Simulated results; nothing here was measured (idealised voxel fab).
The document below concerns the process module designated voxel fin reveal.
The cross-section on display is named cut; it measures 165 nm wide, and its cells are 5 nm squares.
Just so we're on the same page, the cross-sections are grids of square cells, and they're listed out in bands top to bottom, each band one or more rows deep.
What a band's entry tells you: where the top is and where the bottom is, as heights in nm, and after that what lies inside, material by material from left to right, each with its width in nm. Empty space is written as the word "blank", and a single material marked with the word "throughout" occupies the band from edge to edge.
For the purposes of this specification, 0 denotes the height below which the wafer in its as-received condition is composed wholly of one material, and the lowermost band, lacking a lower limit, extends downward without end, as expressed in "0 -> down".
Top row gets the first number, bottom row gets the second, and each row in between changes by the same step: that is how a band width like "30->40" works.
When a step is marked "nothing changed", none of the cells in the cross-section changed during that step.
In the "Closed void inventory" entry, you get each enclosed empty space of 8 cells or more, one with no open way to the top, written width x height at distance, distance from the left edge, in nm.
Text after the settings on a step's line: the simulator's own remark on that step.
What "overlay nm" on a step's line means: if the step has a mask, that mask lay this far to the right of its planned place, or, when the value is negative, to the left.
**Planned step list for the process**
step 1: RECEIVE, material Si
step 2: CONFORMAL_DEP, material SiN, thk nm 10
step 3: PATTERN, tone cover, mask id FINS, material resist, width nm 15, pitch nm 35, thk nm 20, overlay nm 0
step 4: DIRECTIONAL_ETCH, etch materials SiN, depth nm 10
step 5: DIRECTIONAL_ETCH, etch materials Si, depth nm 30
step 6: STRIP, etch materials resist
step 7: FILL_DEP, material SiO2, thk nm 10
step 8: CMP, height nm 10
step 9: SELECTIVE_ETCH, etch materials SiO2, depth nm 25
step 10: STRIP, etch materials SiN
**Wafer as received: cross-section following step 1**
0 -> down: Si throughout
Closed void inventory: none
**Looking at the first of two wafers in cross-section at end of module - ran to plan**
0 -> -15: 55 nm blank, 15 nm Si, 20 nm blank, 15 nm Si, 60 nm blank
-15 -> -30: 55 nm SiO2, 15 nm Si, 20 nm SiO2, 15 nm Si, 60 nm SiO2
-30 -> down: Si throughout
Closed void inventory: none
**Cross-section of the latter of the two wafers at module completion. It had an identical start and an identical plan to the former; in running it, one mistake was made**
0 -> -15: 55 nm blank, 20 nm Si, 15 nm blank, 20 nm Si, 55 nm blank
-15 -> -30: 55 nm SiO2, 20 nm Si, 15 nm SiO2, 20 nm Si, 55 nm SiO2
-30 -> down: Si throughout
Closed void inventory: none
So what did we get wrong on this run? step 3 did not use the planned setting and instead ran as PATTERN, tone cover, mask id FINS, material resist, width nm 20, pitch nm 35, thk nm 20, overlay nm 0
End of process, cell counts, second wafer against first, materials with more or fewer: Si +12, SiO2 -6
